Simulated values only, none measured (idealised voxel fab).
process module | voxel transistor to metal
cross-section cut | 145 nm wide | cells 5 nm
A cross-section is a grid of square cells, given in bands from the top down. A band is one or more rows of cells.
Each band's line starts with the height of the band's top and of its bottom, in nm. Then come its materials from left to right, each with its width in nm. One material with "throughout" fills the band from edge to edge. "air" is empty space.
Height 0 is the level under which the wafer as received is all one material. The lowest band goes on downwards, as in "0 down".
A width such as "30 to 40" changes by the same amount from each row of cells to the next, from the band's top row to its bottom row.
"no change" after a step means that no cell of the cross-section changed.
closed voids: empty space of 8 cells or more with no open way to the top, each as width x height at its distance from the left edge, in nm
after a step's settings: what the simulator itself notes on the step
overlay nm, on a step with a mask: how far to the right of its planned place the mask lay; to the left if negative
plan
1 op RECEIVE | material Si
2 op OXIDIZE | depth nm 5
3 op CONFORMAL_DEP | material SiN | thk nm 10
4 op DIRECTIONAL_DEP | material aC | thk nm 10
5 op PATTERN | tone cover | mask id ACTIVE | material resist | width nm 105 | thk nm 30 | overlay nm 0
6 op DIRECTIONAL_ETCH | etch materials aC | depth nm 10
7 op STRIP | etch materials resist
8 op DIRECTIONAL_ETCH | etch materials SiN | depth nm 10
9 op DIRECTIONAL_ETCH | etch materials SiO2 | depth nm 5
10 op DIRECTIONAL_ETCH | etch materials Si | depth nm 25
11 op STRIP | etch materials aC
12 op FILL_DEP | material SiO2 | thk nm 5
13 op CMP | height nm 10
14 op SELECTIVE_ETCH | etch materials SiO2 | depth nm 10
15 op STRIP | etch materials SiN
16 op SELECTIVE_ETCH | etch materials SiO2 | depth nm 5
17 op OXIDIZE | depth nm 5
18 op DIRECTIONAL_DEP | material polySi | thk nm 30
19 op DIRECTIONAL_DEP | material SiCN | thk nm 10
20 op DIRECTIONAL_DEP | material aC | thk nm 15
21 op PATTERN | tone cover | mask id GATE | material resist | width nm 35 | thk nm 30 | overlay nm 0
22 op DIRECTIONAL_ETCH | etch materials aC | depth nm 15
23 op STRIP | etch materials resist
24 op DIRECTIONAL_ETCH | etch materials SiCN | depth nm 20
25 op DIRECTIONAL_ETCH | etch materials polySi | depth nm 40
26 op STRIP | etch materials aC
27 op CONFORMAL_DEP | material SiN | thk nm 5
28 op DIRECTIONAL_ETCH | etch materials SiN | depth nm 5
29 op DIRECTIONAL_ETCH | etch materials SiO2 | depth nm 5
30 op DIRECTIONAL_ETCH | etch materials Si | depth nm 5
31 op EPI | material SiGe | thk nm 5
32 op FILL_DEP | material SiO2 | thk nm 10
33 op CMP | height nm 25
34 op STRIP | etch materials polySi
35 op SELECTIVE_ETCH | etch materials SiO2 | depth nm 5
36 op CONFORMAL_DEP | material HfO2 | thk nm 5
37 op CONFORMAL_DEP | material TiN | thk nm 5
38 op FILL_DEP | material W | thk nm 5
39 op CMP | height nm 20
40 op DIRECTIONAL_DEP | material SiO2 | thk nm 15
41 op DIRECTIONAL_DEP | material aC | thk nm 10
42 op PATTERN | tone open | mask id CONTACT | material resist | width nm 15 | pitch nm 80 | thk nm 30 | overlay nm 0
43 op DIRECTIONAL_ETCH | etch materials aC | depth nm 10
44 op STRIP | etch materials resist
45 op DIRECTIONAL_ETCH | etch materials SiO2 | depth nm 45
46 op STRIP | etch materials aC
47 op CONFORMAL_DEP | material TiN | thk nm 5
48 op FILL_DEP | material Ru | thk nm 5
49 op CMP | height nm 35
50 op CONFORMAL_DEP | material SiCN | thk nm 5
51 op DIRECTIONAL_DEP | material SiO2 | thk nm 25
52 op MASKED_ETCH | tone open | mask id METAL_1 | width nm 15 | pitch nm 80 | etch materials SiO2 | depth nm 25 | overlay nm 0
53 op MASKED_ETCH | tone open | mask id METAL_1 | width nm 15 | pitch nm 80 | etch materials SiCN | depth nm 5 | overlay nm 0
54 op CONFORMAL_DEP | material TiN | thk nm 5
55 op FILL_DEP | material Ru | thk nm 5
56 op CMP | height nm 65
57 op EPI | material Ru | thk nm 5
58 op FILL_DEP | material SiCN | thk nm 5
as received, after step 1
  0 down: Si throughout
  closed voids: none
a wafer at the end: this start, this plan, one mistake
  75 to 70: SiCN throughout
  70 to 65: SiCN 20 | Ru 25 | SiCN 55 | Ru 25 | SiCN 20
  65 to 40: SiO2 25 | TiN 5 | Ru 5 | TiN 5 | SiO2 65 | TiN 5 | Ru 5 | TiN 5 | SiO2 25
  40 to 35: SiCN 25 | TiN 15 | SiCN 65 | TiN 15 | SiCN 25
  35 to 20: SiO2 25 | TiN 5 | Ru 5 | TiN 5 | SiO2 65 | TiN 5 | Ru 5 | TiN 5 | SiO2 25
  20 to 0: SiO2 25 | TiN 5 | Ru 5 | TiN 5 | SiO2 10 | SiN 5 | HfO2 5 | TiN 5 | W 15 | TiN 5 | HfO2 5 | SiN 5 | SiO2 10 | TiN 5 | Ru 5 | TiN 5 | SiO2 25
  0 to -5: SiO2 25 | TiN 5 | Ru 5 | TiN 5 | SiO2 10 | SiN 5 | HfO2 5 | TiN 25 | HfO2 5 | SiN 5 | SiO2 10 | TiN 5 | Ru 5 | TiN 5 | SiO2 25
  -5 to -10: SiO2 25 | TiN 15 | SiO2 10 | HfO2 45 | SiO2 10 | TiN 15 | SiO2 25
  -10 to -15: SiGe 20 | SiO2 105 | SiGe 20
  -15 to -30: Si 20 | SiO2 105 | Si 20
  -30 down: Si throughout
  closed voids: none
what went wrong: step 5 ran as: op PATTERN | tone open | mask id ACTIVE | material resist | width nm 105 | thk nm 30 | overlay nm 0
